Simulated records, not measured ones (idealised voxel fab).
This is a process module. Its name is voxel tone inversion.
Pictured: cross-section cut, 290 nm wide, on a grid of 5 nm square cells.
This document writes a cross-section as a grid whose cells are square, and gives it as bands, listed from the top down; one or more rows of cells form a band.
Per band: top height and bottom height in nm, followed by the left-to-right materials and their widths in nm; "throughout" marks a single material spanning edge to edge, "blank" marks empty space.
Heights are expressed relative to 0, this being the level below which the as-received wafer comprises one material exclusively. The lowest band is unbounded in the downward direction and is denoted as in "top 0, no bottom".
Think of "30..40" as a width that walks from the first number to the second as you go down the band, top row to bottom row, taking equal-sized steps from row to row.
Given "left unchanged" for a step, no cell of the cross-section differs between before and after that step.
"Closed void entries" contains a list of empty spaces, each no smaller than 8 cells and without an open way to the top, written in the form width x height at distance with the distance from the left edge and all three in nm.
What comes after the settings on a step's line is commentary from the simulator itself on that step.
overlay nm: how far to the right of its planned place the mask lay on this masked step (negative: to the left).
# The process steps that were planned are listed below
1) RECEIVE with material Si
2) CONFORMAL_DEP with material SiCN, thk nm 10
3) DIRECTIONAL_DEP with material aC, thk nm 25
4) PATTERN with tone cover, mask id POSTS, material resist, width nm 20, pitch nm 35, thk nm 30, overlay nm 0
5) DIRECTIONAL_ETCH with etch materials aC, depth nm 25
6) STRIP with etch materials resist
7) FILL_DEP with material SiO2, thk nm 10
8) CMP with height nm 35
9) STRIP with etch materials aC
10) CONFORMAL_DEP with material TiN, thk nm 5
11) FILL_DEP with material Cu, thk nm 5
12) CMP with height nm 35
13) CONFORMAL_DEP with material SiN, thk nm 5
# First out of two wafers; run went to plan
# Incoming wafer, cross-sectional view, post step 1
	top 0, no bottom | Si throughout
	Closed void entries: none
# Cross-section through the wafer, step 2 finished
	top 10, bottom 0 | SiCN throughout
	Under 0: no change, same as before.
# Cross-section through the wafer, step 3 finished
	top 35, bottom 10 | aC throughout
	Under 10: no change, same as before.
# Cross-section through the wafer, step 4 finished
	top 65, bottom 35 | 100 of blank; 20 of resist; 15 of blank; 20 of resist; 15 of blank; 20 of resist; 100 of blank
	Under 35: no change, same as before.
# Cross-section through the wafer, step 5 finished
	top 40, bottom 35 | 100 of blank; 20 of resist; 15 of blank; 20 of resist; 15 of blank; 20 of resist; 100 of blank
	top 35, bottom 10 | 100 of blank; 20 of aC; 15 of blank; 20 of aC; 15 of blank; 20 of aC; 100 of blank
	Under 10: no change, same as before.
# Cross-section through the wafer, step 6 finished
	top 35, bottom 10 | 100 of blank; 20 of aC; 15 of blank; 20 of aC; 15 of blank; 20 of aC; 100 of blank
	Under 10: no change, same as before.
# Cross-section through the wafer, step 7 finished
	top 45, bottom 35 | SiO2 throughout
	top 35, bottom 10 | 100 of SiO2; 20 of aC; 15 of SiO2; 20 of aC; 15 of SiO2; 20 of aC; 100 of SiO2
	Under 10: no change, same as before.
# Cross-section through the wafer, step 8 finished
	top 35, bottom 10 | 100 of SiO2; 20 of aC; 15 of SiO2; 20 of aC; 15 of SiO2; 20 of aC; 100 of SiO2
	Under 10: no change, same as before.
# Cross-section through the wafer, step 9 finished
	top 35, bottom 10 | 100 of SiO2; 20 of blank; 15 of SiO2; 20 of blank; 15 of SiO2; 20 of blank; 100 of SiO2
	Under 10: no change, same as before.
# Cross-section through the wafer, step 10 finished
	top 40, bottom 35 | 105 of TiN; 10 of blank; 25 of TiN; 10 of blank; 25 of TiN; 10 of blank; 105 of TiN
	top 35, bottom 15 | 100 of SiO2; 5 of TiN; 10 of blank; 5 of TiN; 15 of SiO2; 5 of TiN; 10 of blank; 5 of TiN; 15 of SiO2; 5 of TiN; 10 of blank; 5 of TiN; 100 of SiO2
	top 15, bottom 10 | 100 of SiO2; 20 of TiN; 15 of SiO2; 20 of TiN; 15 of SiO2; 20 of TiN; 100 of SiO2
	Under 10: no change, same as before.
# Cross-section through the wafer, step 11 finished
	top 45, bottom 40 | Cu throughout
	top 40, bottom 35 | 105 of TiN; 10 of Cu; 25 of TiN; 10 of Cu; 25 of TiN; 10 of Cu; 105 of TiN
	top 35, bottom 15 | 100 of SiO2; 5 of TiN; 10 of Cu; 5 of TiN; 15 of SiO2; 5 of TiN; 10 of Cu; 5 of TiN; 15 of SiO2; 5 of TiN; 10 of Cu; 5 of TiN; 100 of SiO2
	Under 15: no change, same as before.
# Cross-section through the wafer, step 12 finished
	top 35, bottom 15 | 100 of SiO2; 5 of TiN; 10 of Cu; 5 of TiN; 15 of SiO2; 5 of TiN; 10 of Cu; 5 of TiN; 15 of SiO2; 5 of TiN; 10 of Cu; 5 of TiN; 100 of SiO2
	Under 15: no change, same as before.
# Cross-section through the wafer, step 13 finished
	top 40, bottom 35 | SiN throughout
	Under 35: no change, same as before.
# Wafer two. Same start, same plan, one slip in execution. Same as wafer one through step 3, inclusive
# The second wafer cut through, at the time step 4 was supposed to be finished
	top 65, bottom 35 | 105 of blank; 15 of resist; 20 of blank; 15 of resist; 20 of blank; 15 of resist; 100 of blank
	Under 35: no change, same as before.
# The second wafer cut through, at the time step 5 was supposed to be finished
	top 40, bottom 35 | 105 of blank; 15 of resist; 20 of blank; 15 of resist; 20 of blank; 15 of resist; 100 of blank
	top 35, bottom 10 | 105 of blank; 15 of aC; 20 of blank; 15 of aC; 20 of blank; 15 of aC; 100 of blank
	Under 10: no change, same as before.
# The second wafer cut through, at the time step 6 was supposed to be finished
	top 35, bottom 10 | 105 of blank; 15 of aC; 20 of blank; 15 of aC; 20 of blank; 15 of aC; 100 of blank
	Under 10: no change, same as before.
# The second wafer cut through, at the time step 7 was supposed to be finished
	top 45, bottom 35 | SiO2 throughout
	top 35, bottom 10 | 105 of SiO2; 15 of aC; 20 of SiO2; 15 of aC; 20 of SiO2; 15 of aC; 100 of SiO2
	Under 10: no change, same as before.
# The second wafer cut through, at the time step 8 was supposed to be finished
	top 35, bottom 10 | 105 of SiO2; 15 of aC; 20 of SiO2; 15 of aC; 20 of SiO2; 15 of aC; 100 of SiO2
	Under 10: no change, same as before.
# The second wafer cut through, at the time step 9 was supposed to be finished
	top 35, bottom 10 | 105 of SiO2; 15 of blank; 20 of SiO2; 15 of blank; 20 of SiO2; 15 of blank; 100 of SiO2
	Under 10: no change, same as before.
# The second wafer cut through, at the time step 10 was supposed to be finished
	top 40, bottom 35 | 110 of TiN; 5 of blank; 30 of TiN; 5 of blank; 30 of TiN; 5 of blank; 105 of TiN
	top 35, bottom 15 | 105 of SiO2; 5 of TiN; 5 of blank; 5 of TiN; 20 of SiO2; 5 of TiN; 5 of blank; 5 of TiN; 20 of SiO2; 5 of TiN; 5 of blank; 5 of TiN; 100 of SiO2
	top 15, bottom 10 | 105 of SiO2; 15 of TiN; 20 of SiO2; 15 of TiN; 20 of SiO2; 15 of TiN; 100 of SiO2
	Under 10: no change, same as before.
# The second wafer cut through, at the time step 11 was supposed to be finished
	top 45, bottom 40 | Cu throughout
	top 40, bottom 35 | 110 of TiN; 5 of Cu; 30 of TiN; 5 of Cu; 30 of TiN; 5 of Cu; 105 of TiN
	top 35, bottom 15 | 105 of SiO2; 5 of TiN; 5 of Cu; 5 of TiN; 20 of SiO2; 5 of TiN; 5 of Cu; 5 of TiN; 20 of SiO2; 5 of TiN; 5 of Cu; 5 of TiN; 100 of SiO2
	Under 15: no change, same as before.
# The second wafer cut through, at the time step 12 was supposed to be finished
	top 35, bottom 15 | 105 of SiO2; 5 of TiN; 5 of Cu; 5 of TiN; 20 of SiO2; 5 of TiN; 5 of Cu; 5 of TiN; 20 of SiO2; 5 of TiN; 5 of Cu; 5 of TiN; 100 of SiO2
	Under 15: no change, same as before.
# The second wafer cut through, at the time step 13 was supposed to be finished
	top 40, bottom 35 | SiN throughout
	Under 35: no change, same as before.
In executing the process, a mistake was made relative to the plan: step 4 went in with a setting other than planned; the actual run was PATTERN with tone cover, mask id POSTS, material resist, width nm 15, pitch nm 35, thk nm 30, overlay nm 0
Counted in cells at the end, the second wafer holds more or fewer of these materials than the first: 12 fewer of Cu, 15 more of SiO2, 3 fewer of TiN
